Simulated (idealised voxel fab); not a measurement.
The document below concerns the process module designated voxel released beams.
Cross-sectional view cut (width: 210 nm; square cell size: 5 nm).
Just so we're on the same page, the cross-sections are grids of square cells, and they're listed out in bands top to bottom, each band one or more rows deep.
Basically the band line says how high the top is and how high the bottom is, in nm, and then what's in it from left to right, every material with its width in nm. Empty space shows up as "empty", and if a single material carries "everywhere" it runs the full band edge to edge.
Heights from 0 (as-received wafer is one material below). Bottom band endless downward, as "0 -> down".
Read "30..40" as a graded width: first number on top, second number at the bottom, same change between each pair of neighbouring rows.
"same as before" means the step left every cell of the cross-section as it was.
So "Enclosed voids" is basically the list of trapped voids: any empty space of 8 cells or more that can't reach the top through an opening. They're written width x height at distance, the distance being from the left edge, and it's all nm.
Where a step's line continues beyond its settings, the continuation is a remark by the simulator itself on that step.
The optional step-line setting "overlay nm" applies to steps with a mask and quantifies how far to the right of its planned location the mask lay, a negative value indicating leftward placement.
-- Planned step list for the process
1 RECEIVE with material Si
2 CONFORMAL_DEP with material Al2O3, thk nm 10
3 DIRECTIONAL_DEP with material SiO2, thk nm 15
4 MASKED_ETCH with tone open, mask id ANCHOR, width nm 40, etch materials SiO2, depth nm 15, overlay nm 0
5 CONFORMAL_DEP with material SiN, thk nm 15
6 MASKED_ETCH with tone cover, mask id BEAM, width nm 125, etch materials SiN, depth nm 15, overlay nm 0
7 STRIP with etch materials SiO2
-- First of two wafers, with the run carried out as planned
-- Cross-section, incoming material, after step 1
0 -> down | Si everywhere
Enclosed voids: none
-- after step 2
10 -> 0 | Al2O3 everywhere
Everything below 0 is unchanged.
-- after step 3
25 -> 10 | SiO2 everywhere
Everything below 10 is unchanged.
-- after step 4
25 -> 10 | SiO2 (45), then empty (40), then SiO2 (125)
Everything below 10 is unchanged.
-- after step 5
40 -> 25 | SiN (60), then empty (10), then SiN (140)
25 -> 10 | SiO2 (45), then SiN (40), then SiO2 (125)
Everything below 10 is unchanged.
-- after step 6
40 -> 25 | empty (40), then SiN (20), then empty (10), then SiN (95), then empty (45)
Everything below 25 is unchanged.
-- after step 7
40 -> 25 | empty (40), then SiN (20), then empty (10), then SiN (95), then empty (45)
25 -> 10 | empty (45), then SiN (40), then empty (125)
Everything below 10 is unchanged.
-- Now the other wafer: same start, same recipe, but we messed up one thing when running it. Up to and including step 3 it's the same as the first one
-- Cross-section of the second wafer when, according to plan, step 4 should have finished
25 -> 10 | SiO2 (55), then empty (40), then SiO2 (115)
Everything below 10 is unchanged.
-- Cross-section of the second wafer when, according to plan, step 5 should have finished
40 -> 25 | SiN (70), then empty (10), then SiN (130)
25 -> 10 | SiO2 (55), then SiN (40), then SiO2 (115)
Everything below 10 is unchanged.
-- Cross-section of the second wafer when, according to plan, step 6 should have finished
40 -> 25 | empty (40), then SiN (30), then empty (10), then SiN (85), then empty (45)
Everything below 25 is unchanged.
-- Cross-section of the second wafer when, according to plan, step 7 should have finished
40 -> 25 | empty (40), then SiN (30), then empty (10), then SiN (85), then empty (45)
25 -> 10 | empty (55), then SiN (40), then empty (115)
Everything below 10 is unchanged.
Want to know what went wrong? step 4 deviated from plan and actually ran as MASKED_ETCH with tone open, mask id ANCHOR, width nm 40, etch materials SiO2, depth nm 15, overlay nm 10
Heads up: at the end the two wafers have identical cell counts per material, they're just laid out differently.
